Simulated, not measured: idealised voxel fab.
Process module in this document: voxel wiring stack
Displayed cross-section: cut, width of 155 nm, square cells sized 5 nm.
Cross-section layout: square cells on a grid; listed as bands, top to bottom; a band spans one or more cell rows.
For a band, the entry starts with two heights in nm, that of the top and then that of the bottom, and carries on with the band's materials in order from left to right, each alongside its width in nm; the word "throughout" beside a single material means it fills the band edge to edge, and "blank" means empty space.
A quick word on heights: they are counted from 0, and under that level the wafer as it came to us is one material throughout. The lowest band is different from the rest in having no bottom; it simply continues downward, written as in "0 and below".
You'd read "30 to 40" like this: the band's top row of cells is as wide as the first number, its bottom row is as wide as the second, and going down, every row changes width by the same amount as the row before did.
Take "left unchanged" at face value: in the step it is given for, the cross-section changed in none of its cells.
"Catalogued sealed voids" means: voids of 8 cells or more that are shut off from the top with no open way through. Written width x height at distance, distance from the left edge, in nm.
On each step's line, the part that comes after the settings is the simulator's own comment on the step.
The optional step-line setting "overlay nm" applies to steps with a mask and quantifies how far to the right of its planned location the mask lay, a negative value indicating leftward placement.

-- Steps planned for the process
1 RECEIVE [material Si]
2 CONFORMAL_DEP [material SiO2] [thk nm 15]
3 DIRECTIONAL_DEP [material TiN] [thk nm 5]
4 DIRECTIONAL_DEP [material Ru] [thk nm 20]
5 PATTERN [tone cover] [mask id METAL_1] [material resist] [width nm 20] [pitch nm 35] [thk nm 15] [overlay nm 0]
6 DIRECTIONAL_ETCH [etch materials Ru] [depth nm 20]
7 DIRECTIONAL_ETCH [etch materials TiN] [depth nm 5]
8 STRIP [etch materials resist]
9 CONFORMAL_DEP [material SiN] [thk nm 5]
10 FILL_DEP [material SiO2] [thk nm 5]
11 CMP [height nm 40]
12 CONFORMAL_DEP [material SiCN] [thk nm 5]
13 DIRECTIONAL_DEP [material SiO2] [thk nm 10]
14 PATTERN [tone open] [mask id PLUG_1] [material resist] [width nm 15] [pitch nm 70] [thk nm 15] [overlay nm -15]
15 DIRECTIONAL_ETCH [etch materials SiO2] [depth nm 10]
16 DIRECTIONAL_ETCH [etch materials SiCN] [depth nm 5]
17 STRIP [etch materials resist]
18 CONFORMAL_DEP [material TiN] [thk nm 5]
19 FILL_DEP [material Cu] [thk nm 5]
20 CMP [height nm 55]
21 CONFORMAL_DEP [material SiN] [thk nm 5]
22 DIRECTIONAL_DEP [material lowk] [thk nm 25]
23 DIRECTIONAL_DEP [material aC] [thk nm 15]
24 PATTERN [tone open] [mask id METAL_2] [material resist] [width nm 20] [pitch nm 35] [thk nm 30] [overlay nm 0]
25 DIRECTIONAL_ETCH [etch materials aC] [depth nm 15]
26 STRIP [etch materials resist]
27 DIRECTIONAL_ETCH [etch materials lowk] [depth nm 25]
28 DIRECTIONAL_ETCH [etch materials SiN] [depth nm 5]
29 STRIP [etch materials aC]
30 CONFORMAL_DEP [material TiN] [thk nm 5]
31 FILL_DEP [material Cu] [thk nm 10]
32 CMP [height nm 85]
33 EPI [material Ru] [thk nm 5]
34 FILL_DEP [material SiCN] [thk nm 5]
35 DIRECTIONAL_DEP [material SiO2] [thk nm 20]
36 PATTERN [tone open] [mask id PLUG_2] [material resist] [width nm 15] [pitch nm 35] [thk nm 15] [overlay nm 0]
37 DIRECTIONAL_ETCH [etch materials SiO2] [depth nm 20]
38 DIRECTIONAL_ETCH [etch materials SiCN] [depth nm 5]
39 STRIP [etch materials resist]
40 EPI [material Ru] [thk nm 10]
41 EPI [material Ru] [thk nm 10]
42 EPI [material Ru] [thk nm 5]
43 CONFORMAL_DEP [material SiN] [thk nm 5]
44 DIRECTIONAL_DEP [material lowk] [thk nm 15]
45 MASKED_ETCH [tone open] [mask id METAL_3] [width nm 20] [pitch nm 35] [etch materials lowk] [depth nm 15] [overlay nm 0]
46 MASKED_ETCH [tone open] [mask id METAL_3] [width nm 20] [pitch nm 35] [etch materials SiN] [depth nm 5] [overlay nm 0]
47 CONFORMAL_DEP [material TiN] [thk nm 5]
48 FILL_DEP [material Cu] [thk nm 5]
49 CMP [height nm 135]
50 CONFORMAL_DEP [material SiN] [thk nm 5]
Same starting wafers, different overlay nm at step 14. Plan value belongs to the first wafer.

-- The first of several wafers as received, shown in cross-section; this is its state after step 1
- 0 and below | Si throughout
- Catalogued sealed voids: none

-- Row per wafer, end-of-module: cell gain (+)/loss (-) by material since the wafer came in, then closed voids
overlay nm -15; +52 Cu; +111 Ru; +60 SiCN; +112 SiN; +283 SiO2; +98 TiN; +152 lowk; Catalogued sealed voids: none
overlay nm -10; +52 Cu; +111 Ru; +60 SiCN; +112 SiN; +283 SiO2; +98 TiN; +152 lowk; Catalogued sealed voids: none
overlay nm -5; +52 Cu; +111 Ru; +60 SiCN; +112 SiN; +283 SiO2; +98 TiN; +152 lowk; Catalogued sealed voids: none
overlay nm 0; +52 Cu; +111 Ru; +60 SiCN; +112 SiN; +283 SiO2; +98 TiN; +152 lowk; Catalogued sealed voids: none
overlay nm 5; +52 Cu; +111 Ru; +60 SiCN; +112 SiN; +283 SiO2; +98 TiN; +152 lowk; Catalogued sealed voids: none
overlay nm 10; +52 Cu; +111 Ru; +60 SiCN; +112 SiN; +283 SiO2; +98 TiN; +152 lowk; Catalogued sealed voids: none
overlay nm 15; +52 Cu; +111 Ru; +60 SiCN; +112 SiN; +283 SiO2; +98 TiN; +152 lowk; Catalogued sealed voids: none
